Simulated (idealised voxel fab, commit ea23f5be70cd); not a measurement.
Process module under the name voxel wiring stack
It is cross-section cut that appears here, measuring 205 nm in width, its square cells being 5 nm in size.
Cross-section format: a grid of square cells, given as bands from top to bottom; each band is one or more rows of cells.
A band entry consists of two parts. The first gives the height of the band's top and the height of its bottom, in nm. The rest lists the band's materials from left to right, each with its width in nm. A single material labelled with the word "full width" fills the band from edge to edge, and the word "empty" marks empty space.
Heights are expressed relative to 0, this being the level below which the as-received wafer comprises one material exclusively. The lowest band is unbounded in the downward direction and is denoted as in "0 and below".
Per-row width for "30..40": begins at first number (top row of band), ends at second number (bottom row), increment between rows held constant.
When a step is marked "no alteration", none of the cells in the cross-section changed during that step.
"Sealed voids" - sealed voids, min. 8 cells, no opening to top; format: width x height at distance (distance from left edge; nm throughout).
Whatever follows a step's settings on its line is a remark the simulator itself makes about that step.
overlay nm, on a step with a mask: how far to the right of its planned place the mask lay; to the left if negative

## Planned process steps
1) RECEIVE,material Si
2) CONFORMAL_DEP,material SiO2,thk nm 10
3) CONFORMAL_DEP,material SiCN,thk nm 5
4) DIRECTIONAL_DEP,material lowk,thk nm 25
5) DIRECTIONAL_DEP,material aC,thk nm 15
6) PATTERN,tone open,mask id METAL_1,material resist,width nm 20,pitch nm 45,thk nm 35,overlay nm 0
7) DIRECTIONAL_ETCH,etch materials aC,depth nm 15
8) STRIP,etch materials resist
9) DIRECTIONAL_ETCH,etch materials lowk,depth nm 25
10) DIRECTIONAL_ETCH,etch materials SiCN,depth nm 5
11) STRIP,etch materials aC
12) CONFORMAL_DEP,material TiN,thk nm 5
13) FILL_DEP,material Ru,thk nm 5
14) CMP,height nm 40
15) CONFORMAL_DEP,material SiCN,thk nm 5
16) DIRECTIONAL_DEP,material lowk,thk nm 15
17) DIRECTIONAL_DEP,material aC,thk nm 10
18) PATTERN,tone open,mask id PLUG_1,material resist,width nm 15,thk nm 25,overlay nm 0
19) DIRECTIONAL_ETCH,etch materials aC,depth nm 10
20) STRIP,etch materials resist
21) DIRECTIONAL_ETCH,etch materials lowk,depth nm 15
22) DIRECTIONAL_ETCH,etch materials SiCN,depth nm 5
23) STRIP,etch materials aC
24) CONFORMAL_DEP,material TiN,thk nm 5
25) FILL_DEP,material Ru,thk nm 10
26) CMP,height nm 60
27) DIRECTIONAL_DEP,material TiN,thk nm 5
28) DIRECTIONAL_DEP,material Ru,thk nm 20
29) DIRECTIONAL_DEP,material aC,thk nm 10
30) PATTERN,tone cover,mask id METAL_2,material resist,width nm 20,pitch nm 45,thk nm 25,overlay nm 0
31) DIRECTIONAL_ETCH,etch materials aC,depth nm 10
32) STRIP,etch materials resist
33) DIRECTIONAL_ETCH,etch materials Ru,depth nm 20
34) DIRECTIONAL_ETCH,etch materials TiN,depth nm 5
35) STRIP,etch materials aC
36) CONFORMAL_DEP,material SiCN,thk nm 5
37) FILL_DEP,material lowk,thk nm 5
38) CMP,height nm 85
39) CONFORMAL_DEP,material SiCN,thk nm 5
40) DIRECTIONAL_DEP,material lowk,thk nm 10
41) PATTERN,tone open,mask id PLUG_2,material resist,width nm 15,pitch nm 45,thk nm 15,overlay nm 0
42) DIRECTIONAL_ETCH,etch materials lowk,depth nm 10
43) DIRECTIONAL_ETCH,etch materials SiCN,depth nm 5
44) STRIP,etch materials resist
45) CONFORMAL_DEP,material TiN,thk nm 5
46) FILL_DEP,material Cu,thk nm 5
47) CMP,height nm 100
48) DIRECTIONAL_DEP,material TiN,thk nm 5
49) DIRECTIONAL_DEP,material Ru,thk nm 15
50) DIRECTIONAL_DEP,material aC,thk nm 15
51) PATTERN,tone cover,mask id METAL_3,material resist,width nm 20,pitch nm 45,thk nm 30,overlay nm 0
52) DIRECTIONAL_ETCH,etch materials aC,depth nm 15
53) STRIP,etch materials resist
54) DIRECTIONAL_ETCH,etch materials Ru,depth nm 15
55) DIRECTIONAL_ETCH,etch materials TiN,depth nm 5
56) STRIP,etch materials aC
57) FILL_DEP,material lowk,thk nm 5
58) CMP,height nm 120
59) CONFORMAL_DEP,material SiN,thk nm 5

## Run as planned: first of two wafers

## Cross-section of the wafer at receipt, which is the condition after step 1
    0 and below: Si full width
    Sealed voids: none

## The following cross-section depicts the wafer upon completion of step 2
    10 down to 0: SiO2 full width
    Everything below 0 is unchanged.

## The following cross-section depicts the wafer upon completion of step 3
    15 down to 10: SiCN full width
    Everything below 10 is unchanged.

## The following cross-section depicts the wafer upon completion of step 4
    40 down to 15: lowk full width
    Everything below 15 is unchanged.

## The following cross-section depicts the wafer upon completion of step 5
    55 down to 40: aC full width
    Everything below 40 is unchanged.

## The following cross-section depicts the wafer upon completion of step 6
    90 down to 55: resist (70)  empty (20)  resist (25)  empty (20)  resist (70)
    Everything below 55 is unchanged.

## The following cross-section depicts the wafer upon completion of step 7
    75 down to 55: resist (70)  empty (20)  resist (25)  empty (20)  resist (70)
    55 down to 40: aC (70)  empty (20)  aC (25)  empty (20)  aC (70)
    Everything below 40 is unchanged.

## The following cross-section depicts the wafer upon completion of step 8
    55 down to 40: aC (70)  empty (20)  aC (25)  empty (20)  aC (70)
    Everything below 40 is unchanged.

## The following cross-section depicts the wafer upon completion of step 9
    55 down to 40: aC (70)  empty (20)  aC (25)  empty (20)  aC (70)
    40 down to 15: lowk (70)  empty (20)  lowk (25)  empty (20)  lowk (70)
    Everything below 15 is unchanged.

## The following cross-section depicts the wafer upon completion of step 10
    55 down to 40: aC (70)  empty (20)  aC (25)  empty (20)  aC (70)
    40 down to 15: lowk (70)  empty (20)  lowk (25)  empty (20)  lowk (70)
    15 down to 10: SiCN (70)  empty (20)  SiCN (25)  empty (20)  SiCN (70)
    Everything below 10 is unchanged.

## The following cross-section depicts the wafer upon completion of step 11
    40 down to 15: lowk (70)  empty (20)  lowk (25)  empty (20)  lowk (70)
    Everything below 15 is unchanged.

## The following cross-section depicts the wafer upon completion of step 12
    45 down to 40: TiN (75)  empty (10)  TiN (35)  empty (10)  TiN (75)
    40 down to 15: lowk (70)  TiN (5)  empty (10)  TiN (5)  lowk (25)  TiN (5)  empty (10)  TiN (5)  lowk (70)
    15 down to 10: SiCN (70)  TiN (20)  SiCN (25)  TiN (20)  SiCN (70)
    Everything below 10 is unchanged.

## The following cross-section depicts the wafer upon completion of step 13
    50 down to 45: Ru full width
    45 down to 40: TiN (75)  Ru (10)  TiN (35)  Ru (10)  TiN (75)
    40 down to 15: lowk (70)  TiN (5)  Ru (10)  TiN (5)  lowk (25)  TiN (5)  Ru (10)  TiN (5)  lowk (70)
    Everything below 15 is unchanged.

## The following cross-section depicts the wafer upon completion of step 14
    40 down to 15: lowk (70)  TiN (5)  Ru (10)  TiN (5)  lowk (25)  TiN (5)  Ru (10)  TiN (5)  lowk (70)
    Everything below 15 is unchanged.

## The following cross-section depicts the wafer upon completion of step 15
    45 down to 40: SiCN full width
    Everything below 40 is unchanged.

## The following cross-section depicts the wafer upon completion of step 16
    60 down to 45: lowk full width
    Everything below 45 is unchanged.

## The following cross-section depicts the wafer upon completion of step 17
    70 down to 60: aC full width
    Everything below 60 is unchanged.

## The following cross-section depicts the wafer upon completion of step 18
    95 down to 70: resist (70)  empty (15)  resist (120)
    Everything below 70 is unchanged.

## The following cross-section depicts the wafer upon completion of step 19
    85 down to 70: resist (70)  empty (15)  resist (120)
    70 down to 60: aC (70)  empty (15)  aC (120)
    Everything below 60 is unchanged.

## The following cross-section depicts the wafer upon completion of step 20
    70 down to 60: aC (70)  empty (15)  aC (120)
    Everything below 60 is unchanged.

## The following cross-section depicts the wafer upon completion of step 21
    70 down to 60: aC (70)  empty (15)  aC (120)
    60 down to 45: lowk (70)  empty (15)  lowk (120)
    Everything below 45 is unchanged.

## The following cross-section depicts the wafer upon completion of step 22
    70 down to 60: aC (70)  empty (15)  aC (120)
    60 down to 45: lowk (70)  empty (15)  lowk (120)
    45 down to 40: SiCN (70)  empty (15)  SiCN (120)
    Everything below 40 is unchanged.

## The following cross-section depicts the wafer upon completion of step 23
    60 down to 45: lowk (70)  empty (15)  lowk (120)
    Everything below 45 is unchanged.

## The following cross-section depicts the wafer upon completion of step 24
    65 down to 60: TiN (75)  empty (5)  TiN (125)
    60 down to 45: lowk (70)  TiN (5)  empty (5)  TiN (5)  lowk (120)
    45 down to 40: SiCN (70)  TiN (15)  SiCN (120)
    Everything below 40 is unchanged.

## The following cross-section depicts the wafer upon completion of step 25
    75 down to 65: Ru full width
    65 down to 60: TiN (75)  Ru (5)  TiN (125)
    60 down to 45: lowk (70)  TiN (5)  Ru (5)  TiN (5)  lowk (120)
    Everything below 45 is unchanged.

## The following cross-section depicts the wafer upon completion of step 26
    60 down to 45: lowk (70)  TiN (5)  Ru (5)  TiN (5)  lowk (120)
    Everything below 45 is unchanged.

## The following cross-section depicts the wafer upon completion of step 27
    65 down to 60: TiN full width
    Everything below 60 is unchanged.

## The following cross-section depicts the wafer upon completion of step 28
    85 down to 65: Ru full width
    Everything below 65 is unchanged.

## The following cross-section depicts the wafer upon completion of step 29
    95 down to 85: aC full width
    Everything below 85 is unchanged.

## The following cross-section depicts the wafer upon completion of step 30
    120 down to 95: empty (70)  resist (20)  empty (25)  resist (20)  empty (70)
    Everything below 95 is unchanged.

## The following cross-section depicts the wafer upon completion of step 31
    110 down to 95: empty (70)  resist (20)  empty (25)  resist (20)  empty (70)
    95 down to 85: empty (70)  aC (20)  empty (25)  aC (20)  empty (70)
    Everything below 85 is unchanged.

## The following cross-section depicts the wafer upon completion of step 32
    95 down to 85: empty (70)  aC (20)  empty (25)  aC (20)  empty (70)
    Everything below 85 is unchanged.

## The following cross-section depicts the wafer upon completion of step 33
    95 down to 85: empty (70)  aC (20)  empty (25)  aC (20)  empty (70)
    85 down to 65: empty (70)  Ru (20)  empty (25)  Ru (20)  empty (70)
    Everything below 65 is unchanged.

## The following cross-section depicts the wafer upon completion of step 34
    95 down to 85: empty (70)  aC (20)  empty (25)  aC (20)  empty (70)
    85 down to 65: empty (70)  Ru (20)  empty (25)  Ru (20)  empty (70)
    65 down to 60: empty (70)  TiN (20)  empty (25)  TiN (20)  empty (70)
    Everything below 60 is unchanged.

## The following cross-section depicts the wafer upon completion of step 35
    85 down to 65: empty (70)  Ru (20)  empty (25)  Ru (20)  empty (70)
    Everything below 65 is unchanged.

## The following cross-section depicts the wafer upon completion of step 36
    90 down to 85: empty (65)  SiCN (30)  empty (15)  SiCN (30)  empty (65)
    85 down to 65: empty (65)  SiCN (5)  Ru (20)  SiCN (5)  empty (15)  SiCN (5)  Ru (20)  SiCN (5)  empty (65)
    65 down to 60: SiCN (70)  TiN (20)  SiCN (25)  TiN (20)  SiCN (70)
    Everything below 60 is unchanged.

## The following cross-section depicts the wafer upon completion of step 37
    95 down to 90: lowk full width
    90 down to 85: lowk (65)  SiCN (30)  lowk (15)  SiCN (30)  lowk (65)
    85 down to 65: lowk (65)  SiCN (5)  Ru (20)  SiCN (5)  lowk (15)  SiCN (5)  Ru (20)  SiCN (5)  lowk (65)
    Everything below 65 is unchanged.

## The following cross-section depicts the wafer upon completion of step 38
    85 down to 65: lowk (65)  SiCN (5)  Ru (20)  SiCN (5)  lowk (15)  SiCN (5)  Ru (20)  SiCN (5)  lowk (65)
    Everything below 65 is unchanged.

## The following cross-section depicts the wafer upon completion of step 39
    90 down to 85: SiCN full width
    Everything below 85 is unchanged.

## The following cross-section depicts the wafer upon completion of step 40
    100 down to 90: lowk full width
    Everything below 90 is unchanged.

## The following cross-section depicts the wafer upon completion of step 41
    115 down to 100: resist (70)  empty (15)  resist (30)  empty (15)  resist (75)
    Everything below 100 is unchanged.

## The following cross-section depicts the wafer upon completion of step 42
    115 down to 100: resist (70)  empty (15)  resist (30)  empty (15)  resist (75)
    100 down to 90: lowk (70)  empty (15)  lowk (30)  empty (15)  lowk (75)
    Everything below 90 is unchanged.

## The following cross-section depicts the wafer upon completion of step 43
    115 down to 100: resist (70)  empty (15)  resist (30)  empty (15)  resist (75)
    100 down to 90: lowk (70)  empty (15)  lowk (30)  empty (15)  lowk (75)
    90 down to 85: SiCN (70)  empty (15)  SiCN (30)  empty (15)  SiCN (75)
    Everything below 85 is unchanged.

## The following cross-section depicts the wafer upon completion of step 44
    100 down to 90: lowk (70)  empty (15)  lowk (30)  empty (15)  lowk (75)
    Everything below 90 is unchanged.

## The following cross-section depicts the wafer upon completion of step 45
    105 down to 100: TiN (75)  empty (5)  TiN (40)  empty (5)  TiN (80)
    100 down to 90: lowk (70)  TiN (5)  empty (5)  TiN (5)  lowk (30)  TiN (5)  empty (5)  TiN (5)  lowk (75)
    90 down to 85: SiCN (70)  TiN (15)  SiCN (30)  TiN (15)  SiCN (75)
    Everything below 85 is unchanged.

## The following cross-section depicts the wafer upon completion of step 46
    110 down to 105: Cu full width
    105 down to 100: TiN (75)  Cu (5)  TiN (40)  Cu (5)  TiN (80)
    100 down to 90: lowk (70)  TiN (5)  Cu (5)  TiN (5)  lowk (30)  TiN (5)  Cu (5)  TiN (5)  lowk (75)
    Everything below 90 is unchanged.

## The following cross-section depicts the wafer upon completion of step 47
    100 down to 90: lowk (70)  TiN (5)  Cu (5)  TiN (5)  lowk (30)  TiN (5)  Cu (5)  TiN (5)  lowk (75)
    Everything below 90 is unchanged.

## The following cross-section depicts the wafer upon completion of step 48
    105 down to 100: TiN full width
    Everything below 100 is unchanged.

## The following cross-section depicts the wafer upon completion of step 49
    120 down to 105: Ru full width
    Everything below 105 is unchanged.

## The following cross-section depicts the wafer upon completion of step 50
    135 down to 120: aC full width
    Everything below 120 is unchanged.

## The following cross-section depicts the wafer upon completion of step 51
    165 down to 135: empty (70)  resist (20)  empty (25)  resist (20)  empty (70)
    Everything below 135 is unchanged.

## The following cross-section depicts the wafer upon completion of step 52
    150 down to 135: empty (70)  resist (20)  empty (25)  resist (20)  empty (70)
    135 down to 120: empty (70)  aC (20)  empty (25)  aC (20)  empty (70)
    Everything below 120 is unchanged.

## The following cross-section depicts the wafer upon completion of step 53
    135 down to 120: empty (70)  aC (20)  empty (25)  aC (20)  empty (70)
    Everything below 120 is unchanged.

## The following cross-section depicts the wafer upon completion of step 54
    135 down to 120: empty (70)  aC (20)  empty (25)  aC (20)  empty (70)
    120 down to 105: empty (70)  Ru (20)  empty (25)  Ru (20)  empty (70)
    Everything below 105 is unchanged.

## The following cross-section depicts the wafer upon completion of step 55
    135 down to 120: empty (70)  aC (20)  empty (25)  aC (20)  empty (70)
    120 down to 105: empty (70)  Ru (20)  empty (25)  Ru (20)  empty (70)
    105 down to 100: empty (70)  TiN (20)  empty (25)  TiN (20)  empty (70)
    Everything below 100 is unchanged.

## The following cross-section depicts the wafer upon completion of step 56
    120 down to 105: empty (70)  Ru (20)  empty (25)  Ru (20)  empty (70)
    Everything below 105 is unchanged.

## The following cross-section depicts the wafer upon completion of step 57
    125 down to 120: lowk full width
    120 down to 105: lowk (70)  Ru (20)  lowk (25)  Ru (20)  lowk (70)
    105 down to 100: lowk (70)  TiN (20)  lowk (25)  TiN (20)  lowk (70)
    Everything below 100 is unchanged.

## The following cross-section depicts the wafer upon completion of step 58
    120 down to 105: lowk (70)  Ru (20)  lowk (25)  Ru (20)  lowk (70)
    Everything below 105 is unchanged.

## The following cross-section depicts the wafer upon completion of step 59
    125 down to 120: SiN full width
    Everything below 120 is unchanged.

## Wafer two of the pair: same origin, same plan, one error during the run; identical to wafer one up to and including step 2

Second wafer cross-section, taken as of the time the plan sets for step 3 to be done: no alteration

## Second wafer cross-section, taken as of the time the plan sets for step 4 to be done
    35 down to 10: lowk full width
    Everything below 10 is unchanged.

## Second wafer cross-section, taken as of the time the plan sets for step 5 to be done
    50 down to 35: aC full width
    Everything below 35 is unchanged.

## Second wafer cross-section, taken as of the time the plan sets for step 6 to be done
    85 down to 50: resist (70)  empty (20)  resist (25)  empty (20)  resist (70)
    Everything below 50 is unchanged.

## Second wafer cross-section, taken as of the time the plan sets for step 7 to be done
    70 down to 50: resist (70)  empty (20)  resist (25)  empty (20)  resist (70)
    50 down to 35: aC (70)  empty (20)  aC (25)  empty (20)  aC (70)
    Everything below 35 is unchanged.

## Second wafer cross-section, taken as of the time the plan sets for step 8 to be done
    50 down to 35: aC (70)  empty (20)  aC (25)  empty (20)  aC (70)
    Everything below 35 is unchanged.

## Second wafer cross-section, taken as of the time the plan sets for step 9 to be done
    50 down to 35: aC (70)  empty (20)  aC (25)  empty (20)  aC (70)
    35 down to 10: lowk (70)  empty (20)  lowk (25)  empty (20)  lowk (70)
    Everything below 10 is unchanged.

Second wafer cross-section, taken as of the time the plan sets for step 10 to be done: no alteration

## Second wafer cross-section, taken as of the time the plan sets for step 11 to be done
    35 down to 10: lowk (70)  empty (20)  lowk (25)  empty (20)  lowk (70)
    Everything below 10 is unchanged.

## Second wafer cross-section, taken as of the time the plan sets for step 12 to be done
    40 down to 35: TiN (75)  empty (10)  TiN (35)  empty (10)  TiN (75)
    35 down to 15: lowk (70)  TiN (5)  empty (10)  TiN (5)  lowk (25)  TiN (5)  empty (10)  TiN (5)  lowk (70)
    15 down to 10: lowk (70)  TiN (20)  lowk (25)  TiN (20)  lowk (70)
    Everything below 10 is unchanged.

## Second wafer cross-section, taken as of the time the plan sets for step 13 to be done
    45 down to 40: Ru full width
    40 down to 35: TiN (75)  Ru (10)  TiN (35)  Ru (10)  TiN (75)
    35 down to 15: lowk (70)  TiN (5)  Ru (10)  TiN (5)  lowk (25)  TiN (5)  Ru (10)  TiN (5)  lowk (70)
    Everything below 15 is unchanged.

## Second wafer cross-section, taken as of the time the plan sets for step 14 to be done
    40 down to 35: TiN (75)  Ru (10)  TiN (35)  Ru (10)  TiN (75)
    Everything below 35 is unchanged.

## Second wafer cross-section, taken as of the time the plan sets for step 15 to be done
    45 down to 40: SiCN full width
    Everything below 40 is unchanged.

## Second wafer cross-section, taken as of the time the plan sets for step 16 to be done
    60 down to 45: lowk full width
    Everything below 45 is unchanged.

## Second wafer cross-section, taken as of the time the plan sets for step 17 to be done
    70 down to 60: aC full width
    Everything below 60 is unchanged.

## Second wafer cross-section, taken as of the time the plan sets for step 18 to be done
    95 down to 70: resist (70)  empty (15)  resist (120)
    Everything below 70 is unchanged.

## Second wafer cross-section, taken as of the time the plan sets for step 19 to be done
    85 down to 70: resist (70)  empty (15)  resist (120)
    70 down to 60: aC (70)  empty (15)  aC (120)
    Everything below 60 is unchanged.

## Second wafer cross-section, taken as of the time the plan sets for step 20 to be done
    70 down to 60: aC (70)  empty (15)  aC (120)
    Everything below 60 is unchanged.

## Second wafer cross-section, taken as of the time the plan sets for step 21 to be done
    70 down to 60: aC (70)  empty (15)  aC (120)
    60 down to 45: lowk (70)  empty (15)  lowk (120)
    Everything below 45 is unchanged.

## Second wafer cross-section, taken as of the time the plan sets for step 22 to be done
    70 down to 60: aC (70)  empty (15)  aC (120)
    60 down to 45: lowk (70)  empty (15)  lowk (120)
    45 down to 40: SiCN (70)  empty (15)  SiCN (120)
    Everything below 40 is unchanged.

## Second wafer cross-section, taken as of the time the plan sets for step 23 to be done
    60 down to 45: lowk (70)  empty (15)  lowk (120)
    Everything below 45 is unchanged.

## Second wafer cross-section, taken as of the time the plan sets for step 24 to be done
    65 down to 60: TiN (75)  empty (5)  TiN (125)
    60 down to 45: lowk (70)  TiN (5)  empty (5)  TiN (5)  lowk (120)
    45 down to 40: SiCN (70)  TiN (15)  SiCN (120)
    Everything below 40 is unchanged.

## Second wafer cross-section, taken as of the time the plan sets for step 25 to be done
    75 down to 65: Ru full width
    65 down to 60: TiN (75)  Ru (5)  TiN (125)
    60 down to 45: lowk (70)  TiN (5)  Ru (5)  TiN (5)  lowk (120)
    Everything below 45 is unchanged.

## Second wafer cross-section, taken as of the time the plan sets for step 26 to be done
    60 down to 45: lowk (70)  TiN (5)  Ru (5)  TiN (5)  lowk (120)
    Everything below 45 is unchanged.

## Second wafer cross-section, taken as of the time the plan sets for step 27 to be done
    65 down to 60: TiN full width
    Everything below 60 is unchanged.

## Second wafer cross-section, taken as of the time the plan sets for step 28 to be done
    85 down to 65: Ru full width
    Everything below 65 is unchanged.

## Second wafer cross-section, taken as of the time the plan sets for step 29 to be done
    95 down to 85: aC full width
    Everything below 85 is unchanged.

## Second wafer cross-section, taken as of the time the plan sets for step 30 to be done
    120 down to 95: empty (70)  resist (20)  empty (25)  resist (20)  empty (70)
    Everything below 95 is unchanged.

## Second wafer cross-section, taken as of the time the plan sets for step 31 to be done
    110 down to 95: empty (70)  resist (20)  empty (25)  resist (20)  empty (70)
    95 down to 85: empty (70)  aC (20)  empty (25)  aC (20)  empty (70)
    Everything below 85 is unchanged.

## Second wafer cross-section, taken as of the time the plan sets for step 32 to be done
    95 down to 85: empty (70)  aC (20)  empty (25)  aC (20)  empty (70)
    Everything below 85 is unchanged.

## Second wafer cross-section, taken as of the time the plan sets for step 33 to be done
    95 down to 85: empty (70)  aC (20)  empty (25)  aC (20)  empty (70)
    85 down to 65: empty (70)  Ru (20)  empty (25)  Ru (20)  empty (70)
    Everything below 65 is unchanged.

## Second wafer cross-section, taken as of the time the plan sets for step 34 to be done
    95 down to 85: empty (70)  aC (20)  empty (25)  aC (20)  empty (70)
    85 down to 65: empty (70)  Ru (20)  empty (25)  Ru (20)  empty (70)
    65 down to 60: empty (70)  TiN (20)  empty (25)  TiN (20)  empty (70)
    Everything below 60 is unchanged.

## Second wafer cross-section, taken as of the time the plan sets for step 35 to be done
    85 down to 65: empty (70)  Ru (20)  empty (25)  Ru (20)  empty (70)
    Everything below 65 is unchanged.

## Second wafer cross-section, taken as of the time the plan sets for step 36 to be done
    90 down to 85: empty (65)  SiCN (30)  empty (15)  SiCN (30)  empty (65)
    85 down to 65: empty (65)  SiCN (5)  Ru (20)  SiCN (5)  empty (15)  SiCN (5)  Ru (20)  SiCN (5)  empty (65)
    65 down to 60: SiCN (70)  TiN (20)  SiCN (25)  TiN (20)  SiCN (70)
    Everything below 60 is unchanged.

## Second wafer cross-section, taken as of the time the plan sets for step 37 to be done
    95 down to 90: lowk full width
    90 down to 85: lowk (65)  SiCN (30)  lowk (15)  SiCN (30)  lowk (65)
    85 down to 65: lowk (65)  SiCN (5)  Ru (20)  SiCN (5)  lowk (15)  SiCN (5)  Ru (20)  SiCN (5)  lowk (65)
    Everything below 65 is unchanged.

## Second wafer cross-section, taken as of the time the plan sets for step 38 to be done
    85 down to 65: lowk (65)  SiCN (5)  Ru (20)  SiCN (5)  lowk (15)  SiCN (5)  Ru (20)  SiCN (5)  lowk (65)
    Everything below 65 is unchanged.

## Second wafer cross-section, taken as of the time the plan sets for step 39 to be done
    90 down to 85: SiCN full width
    Everything below 85 is unchanged.

## Second wafer cross-section, taken as of the time the plan sets for step 40 to be done
    100 down to 90: lowk full width
    Everything below 90 is unchanged.

## Second wafer cross-section, taken as of the time the plan sets for step 41 to be done
    115 down to 100: resist (70)  empty (15)  resist (30)  empty (15)  resist (75)
    Everything below 100 is unchanged.

## Second wafer cross-section, taken as of the time the plan sets for step 42 to be done
    115 down to 100: resist (70)  empty (15)  resist (30)  empty (15)  resist (75)
    100 down to 90: lowk (70)  empty (15)  lowk (30)  empty (15)  lowk (75)
    Everything below 90 is unchanged.

## Second wafer cross-section, taken as of the time the plan sets for step 43 to be done
    115 down to 100: resist (70)  empty (15)  resist (30)  empty (15)  resist (75)
    100 down to 90: lowk (70)  empty (15)  lowk (30)  empty (15)  lowk (75)
    90 down to 85: SiCN (70)  empty (15)  SiCN (30)  empty (15)  SiCN (75)
    Everything below 85 is unchanged.

## Second wafer cross-section, taken as of the time the plan sets for step 44 to be done
    100 down to 90: lowk (70)  empty (15)  lowk (30)  empty (15)  lowk (75)
    Everything below 90 is unchanged.

## Second wafer cross-section, taken as of the time the plan sets for step 45 to be done
    105 down to 100: TiN (75)  empty (5)  TiN (40)  empty (5)  TiN (80)
    100 down to 90: lowk (70)  TiN (5)  empty (5)  TiN (5)  lowk (30)  TiN (5)  empty (5)  TiN (5)  lowk (75)
    90 down to 85: SiCN (70)  TiN (15)  SiCN (30)  TiN (15)  SiCN (75)
    Everything below 85 is unchanged.

## Second wafer cross-section, taken as of the time the plan sets for step 46 to be done
    110 down to 105: Cu full width
    105 down to 100: TiN (75)  Cu (5)  TiN (40)  Cu (5)  TiN (80)
    100 down to 90: lowk (70)  TiN (5)  Cu (5)  TiN (5)  lowk (30)  TiN (5)  Cu (5)  TiN (5)  lowk (75)
    Everything below 90 is unchanged.

## Second wafer cross-section, taken as of the time the plan sets for step 47 to be done
    100 down to 90: lowk (70)  TiN (5)  Cu (5)  TiN (5)  lowk (30)  TiN (5)  Cu (5)  TiN (5)  lowk (75)
    Everything below 90 is unchanged.

## Second wafer cross-section, taken as of the time the plan sets for step 48 to be done
    105 down to 100: TiN full width
    Everything below 100 is unchanged.

## Second wafer cross-section, taken as of the time the plan sets for step 49 to be done
    120 down to 105: Ru full width
    Everything below 105 is unchanged.

## Second wafer cross-section, taken as of the time the plan sets for step 50 to be done
    135 down to 120: aC full width
    Everything below 120 is unchanged.

## Second wafer cross-section, taken as of the time the plan sets for step 51 to be done
    165 down to 135: empty (70)  resist (20)  empty (25)  resist (20)  empty (70)
    Everything below 135 is unchanged.

## Second wafer cross-section, taken as of the time the plan sets for step 52 to be done
    150 down to 135: empty (70)  resist (20)  empty (25)  resist (20)  empty (70)
    135 down to 120: empty (70)  aC (20)  empty (25)  aC (20)  empty (70)
    Everything below 120 is unchanged.

## Second wafer cross-section, taken as of the time the plan sets for step 53 to be done
    135 down to 120: empty (70)  aC (20)  empty (25)  aC (20)  empty (70)
    Everything below 120 is unchanged.

## Second wafer cross-section, taken as of the time the plan sets for step 54 to be done
    135 down to 120: empty (70)  aC (20)  empty (25)  aC (20)  empty (70)
    120 down to 105: empty (70)  Ru (20)  empty (25)  Ru (20)  empty (70)
    Everything below 105 is unchanged.

## Second wafer cross-section, taken as of the time the plan sets for step 55 to be done
    135 down to 120: empty (70)  aC (20)  empty (25)  aC (20)  empty (70)
    120 down to 105: empty (70)  Ru (20)  empty (25)  Ru (20)  empty (70)
    105 down to 100: empty (70)  TiN (20)  empty (25)  TiN (20)  empty (70)
    Everything below 100 is unchanged.

## Second wafer cross-section, taken as of the time the plan sets for step 56 to be done
    120 down to 105: empty (70)  Ru (20)  empty (25)  Ru (20)  empty (70)
    Everything below 105 is unchanged.

## Second wafer cross-section, taken as of the time the plan sets for step 57 to be done
    125 down to 120: lowk full width
    120 down to 105: lowk (70)  Ru (20)  lowk (25)  Ru (20)  lowk (70)
    105 down to 100: lowk (70)  TiN (20)  lowk (25)  TiN (20)  lowk (70)
    Everything below 100 is unchanged.

## Second wafer cross-section, taken as of the time the plan sets for step 58 to be done
    120 down to 105: lowk (70)  Ru (20)  lowk (25)  Ru (20)  lowk (70)
    Everything below 105 is unchanged.

## Second wafer cross-section, taken as of the time the plan sets for step 59 to be done
    125 down to 120: SiN full width
    Everything below 120 is unchanged.
Where did the run depart from the plan? no execution of plan step 3; skipped
Final wafer comparison in cells, second versus first, more or fewer per material: -33 SiCN, +33 TiN
